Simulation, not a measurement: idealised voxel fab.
The following process module bears the name voxel released beams.
Xsec cut, 165 nm wide, square cell size 5 nm.
A cross-section is written here as square cells arranged in a grid, and it is given in bands from the top down, each band taking up one or more rows of cells.
Look at the band entry: it leads with the top's height and the bottom's height in nm. Then it lists the materials left to right, with a width in nm for each. The word "edge to edge" on a single material says that material fills the band edge to edge. The word "air" is empty space.
Counting heights begins at 0, where everything beneath is, in the wafer as received, one material. The lowest band has no bottom; it goes on downwards, as "from 0 down" shows.
A width such as "30->40" changes by the same amount from each row of cells to the next, from the band's top row to its bottom row.
"remained the same" (step): cross-section cells unchanged, all of them.
The label "Closed cavity list" introduces a list of the empty spaces, 8 cells or larger, that have no open way up to the top; each entry in it reads width x height at distance, where the distance is taken from the left edge and all three are stated in nm.
Whatever follows a step's settings on its line is a remark the simulator itself makes about that step.
overlay nm: on a step with a mask, how far right of its planned place the mask lay; negative means left.

### This section lists the process steps that were planned
- 1: RECEIVE | material Si
- 2: CONFORMAL_DEP | material SiN | thk nm 10
- 3: DIRECTIONAL_DEP | material SiO2 | thk nm 20
- 4: DIRECTIONAL_DEP | material aC | thk nm 15
- 5: PATTERN | tone open | mask id ANCHOR | material resist | width nm 35 | thk nm 30 | overlay nm 0
- 6: DIRECTIONAL_ETCH | etch materials aC | depth nm 15
- 7: STRIP | etch materials resist
- 8: DIRECTIONAL_ETCH | etch materials SiO2 | depth nm 20
- 9: STRIP | etch materials aC
- 10: CONFORMAL_DEP | material polySi | thk nm 15
- 11: DIRECTIONAL_DEP | material aC | thk nm 15
- 12: PATTERN | tone cover | mask id BEAM | material resist | width nm 95 | thk nm 35 | overlay nm 0
- 13: DIRECTIONAL_ETCH | etch materials aC | depth nm 15
- 14: STRIP | etch materials resist
- 15: DIRECTIONAL_ETCH | etch materials polySi | depth nm 15
- 16: STRIP | etch materials aC
- 17: STRIP | etch materials SiO2

### The following pertains to the first of two wafers, which was processed as planned

### as received, after step 1
from 0 down = Si edge to edge
Closed cavity list: none

### Cross-section: wafer state after step 2
from 10 to 0 = SiN edge to edge
below 0: unchanged

### Cross-section: wafer state after step 3
from 30 to 10 = SiO2 edge to edge
below 10: unchanged

### Cross-section: wafer state after step 4
from 45 to 30 = aC edge to edge
below 30: unchanged

### Cross-section: wafer state after step 5
from 75 to 45 = resist: 35; air: 35; resist: 95
below 45: unchanged

### Cross-section: wafer state after step 6
from 60 to 45 = resist: 35; air: 35; resist: 95
from 45 to 30 = aC: 35; air: 35; aC: 95
below 30: unchanged

### Cross-section: wafer state after step 7
from 45 to 30 = aC: 35; air: 35; aC: 95
below 30: unchanged

### Cross-section: wafer state after step 8
from 45 to 30 = aC: 35; air: 35; aC: 95
from 30 to 10 = SiO2: 35; air: 35; SiO2: 95
below 10: unchanged

### Cross-section: wafer state after step 9
from 30 to 10 = SiO2: 35; air: 35; SiO2: 95
below 10: unchanged

### Cross-section: wafer state after step 10
from 45 to 30 = polySi: 50; air: 5; polySi: 110
from 30 to 25 = SiO2: 35; polySi: 15; air: 5; polySi: 15; SiO2: 95
from 25 to 10 = SiO2: 35; polySi: 35; SiO2: 95
below 10: unchanged

### Cross-section: wafer state after step 11
from 60 to 45 = aC: 50; air: 5; aC: 110
from 45 to 40 = polySi: 50; air: 5; polySi: 110
from 40 to 30 = polySi: 50; aC: 5; polySi: 110
from 30 to 25 = SiO2: 35; polySi: 15; aC: 5; polySi: 15; SiO2: 95
below 25: unchanged

### Cross-section: wafer state after step 12
from 95 to 60 = air: 30; resist: 95; air: 40
from 60 to 45 = aC: 50; resist: 5; aC: 110
from 45 to 40 = polySi: 50; resist: 5; polySi: 110
below 40: unchanged

### Cross-section: wafer state after step 13
from 80 to 60 = air: 30; resist: 95; air: 40
from 60 to 45 = air: 30; aC: 20; resist: 5; aC: 70; air: 40
below 45: unchanged

### Cross-section: wafer state after step 14
from 60 to 45 = air: 30; aC: 20; air: 5; aC: 70; air: 40
from 45 to 40 = polySi: 50; air: 5; polySi: 110
below 40: unchanged

### Cross-section: wafer state after step 15
from 60 to 45 = air: 30; aC: 20; air: 5; aC: 70; air: 40
from 45 to 40 = air: 30; polySi: 20; air: 5; polySi: 70; air: 40
from 40 to 30 = air: 30; polySi: 20; aC: 5; polySi: 70; air: 40
below 30: unchanged

### Cross-section: wafer state after step 16
from 45 to 30 = air: 30; polySi: 20; air: 5; polySi: 70; air: 40
from 30 to 25 = SiO2: 35; polySi: 15; air: 5; polySi: 15; SiO2: 95
below 25: unchanged

### Cross-section: wafer state after step 17
from 45 to 30 = air: 30; polySi: 20; air: 5; polySi: 70; air: 40
from 30 to 25 = air: 35; polySi: 15; air: 5; polySi: 15; air: 95
from 25 to 10 = air: 35; polySi: 35; air: 95
below 10: unchanged

### Wafer two of two - same starting point, same process plan, one mistake in execution; matches wafer one up to and including step 4

### when step 5 should have ended
from 75 to 45 = air: 35; resist: 35; air: 95
below 45: unchanged

### when step 6 should have ended
from 60 to 45 = air: 35; resist: 35; air: 95
from 45 to 30 = air: 35; aC: 35; air: 95
below 30: unchanged

### when step 7 should have ended
from 45 to 30 = air: 35; aC: 35; air: 95
below 30: unchanged

### when step 8 should have ended
from 45 to 30 = air: 35; aC: 35; air: 95
from 30 to 10 = air: 35; SiO2: 35; air: 95
below 10: unchanged

### when step 9 should have ended
from 30 to 10 = air: 35; SiO2: 35; air: 95
below 10: unchanged

### when step 10 should have ended
from 45 to 30 = air: 20; polySi: 65; air: 80
from 30 to 25 = air: 20; polySi: 15; SiO2: 35; polySi: 15; air: 80
from 25 to 10 = polySi: 35; SiO2: 35; polySi: 95
below 10: unchanged

### when step 11 should have ended
from 60 to 45 = air: 20; aC: 65; air: 80
from 45 to 40 = air: 20; polySi: 65; air: 80
from 40 to 30 = aC: 20; polySi: 65; aC: 80
from 30 to 25 = aC: 20; polySi: 15; SiO2: 35; polySi: 15; aC: 80
below 25: unchanged

### when step 12 should have ended
from 95 to 60 = air: 30; resist: 95; air: 40
from 60 to 45 = air: 20; aC: 65; resist: 40; air: 40
from 45 to 40 = air: 20; polySi: 65; resist: 40; air: 40
below 40: unchanged

### when step 13 should have ended
from 80 to 60 = air: 30; resist: 95; air: 40
from 60 to 45 = air: 30; aC: 55; resist: 40; air: 40
from 45 to 40 = air: 20; polySi: 65; resist: 40; air: 40
from 40 to 30 = air: 20; polySi: 65; aC: 40; air: 40
from 30 to 25 = air: 20; polySi: 15; SiO2: 35; polySi: 15; aC: 40; air: 40
below 25: unchanged

### when step 14 should have ended
from 60 to 45 = air: 30; aC: 55; air: 80
from 45 to 40 = air: 20; polySi: 65; air: 80
below 40: unchanged

### when step 15 should have ended
from 60 to 45 = air: 30; aC: 55; air: 80
from 45 to 40 = air: 30; polySi: 55; air: 80
from 40 to 30 = air: 30; polySi: 55; aC: 40; air: 40
from 30 to 25 = air: 20; polySi: 15; SiO2: 35; polySi: 15; aC: 40; air: 40
from 25 to 10 = air: 20; polySi: 15; SiO2: 35; polySi: 55; air: 40
below 10: unchanged

### when step 16 should have ended
from 45 to 30 = air: 30; polySi: 55; air: 80
from 30 to 25 = air: 20; polySi: 15; SiO2: 35; polySi: 15; air: 80
below 25: unchanged

when step 17 should have ended: remained the same
It is concluded that the wafer was processed incorrectly with respect to the plan, in that step 5: run off-plan, actual operation and settings PATTERN | tone cover | mask id ANCHOR | material resist | width nm 35 | thk nm 30 | overlay nm 0
Materials where the second wafer ends with more or fewer cells than the first: SiO2 +28
